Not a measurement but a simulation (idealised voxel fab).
process module | voxel self aligned vias
cross-section cut | 220 nm wide | cells 5 nm
A cross-section is a grid of square cells, given in bands from the top down. A band is one or more rows of cells.
Each band's line starts with the height of the band's top and of its bottom, in nm. Then come its materials from left to right, each with its width in nm. One material with "throughout" fills the band from edge to edge. "air" is empty space.
Height 0 is the level under which the wafer as received is all one material. The lowest band goes on downwards, as in "0 down".
A width such as "30 to 40" changes by the same amount from each row of cells to the next, from the band's top row to its bottom row.
"no change" after a step means that no cell of the cross-section changed.
closed voids: empty space of 8 cells or more with no open way to the top, each as width x height at its distance from the left edge, in nm
after a step's settings: what the simulator itself notes on the step
overlay nm, on a step with a mask: how far to the right of its planned place the mask lay; to the left if negative
plan
1 op RECEIVE | material Si
2 op CONFORMAL_DEP | material SiO2 | thk nm 10
3 op CONFORMAL_DEP | material SiCN | thk nm 5
4 op DIRECTIONAL_DEP | material lowk | thk nm 25
5 op PATTERN | tone open | mask id LINES | material resist | width nm 20 | pitch nm 65 | thk nm 15 | overlay nm 0
6 op DIRECTIONAL_ETCH | etch materials lowk | depth nm 25
7 op STRIP | etch materials resist
8 op CONFORMAL_DEP | material TiN | thk nm 5
9 op FILL_DEP | material Ru | thk nm 10
10 op CMP | height nm 40
11 op SELECTIVE_ETCH | etch materials W Ru TiN | depth nm 10
12 op FILL_DEP | material SiN | thk nm 10
13 op CMP | height nm 40
14 op DIRECTIONAL_DEP | material lowk | thk nm 20
15 op DIRECTIONAL_DEP | material aC | thk nm 10
16 op PATTERN | tone open | mask id VIAS | material resist | width nm 40 | thk nm 25 | overlay nm 0
17 op DIRECTIONAL_ETCH | etch materials aC | depth nm 10
18 op STRIP | etch materials resist
19 op DIRECTIONAL_ETCH | etch materials lowk | depth nm 20
20 op DIRECTIONAL_ETCH | etch materials SiN | depth nm 10
21 op STRIP | etch materials aC
22 op CONFORMAL_DEP | material TiN | thk nm 5
23 op FILL_DEP | material W | thk nm 5
24 op CMP | height nm 60
25 op CONFORMAL_DEP | material SiCN | thk nm 5
as received, after step 1
  0 down: Si throughout
  closed voids: none
a wafer at the end: this start, this plan, one mistake
  65 to 60: SiCN throughout
  60 to 40: lowk 55 | TiN 5 | W 30 | TiN 5 | lowk 125
  40 to 35: lowk 55 | TiN 5 | W 30 | TiN 5 | lowk 35 | SiN 20 | lowk 70
  35 to 30: lowk 55 | TiN 40 | lowk 35 | SiN 20 | lowk 70
  30 to 20: lowk 55 | TiN 15 | Ru 10 | TiN 15 | lowk 35 | TiN 5 | Ru 10 | TiN 5 | lowk 70
  20 to 15: lowk 65 | TiN 20 | lowk 45 | TiN 20 | lowk 70
  15 to 10: SiCN throughout
  10 to 0: SiO2 throughout
  0 down: Si throughout
  closed voids: none
what went wrong: step 19 was run twice
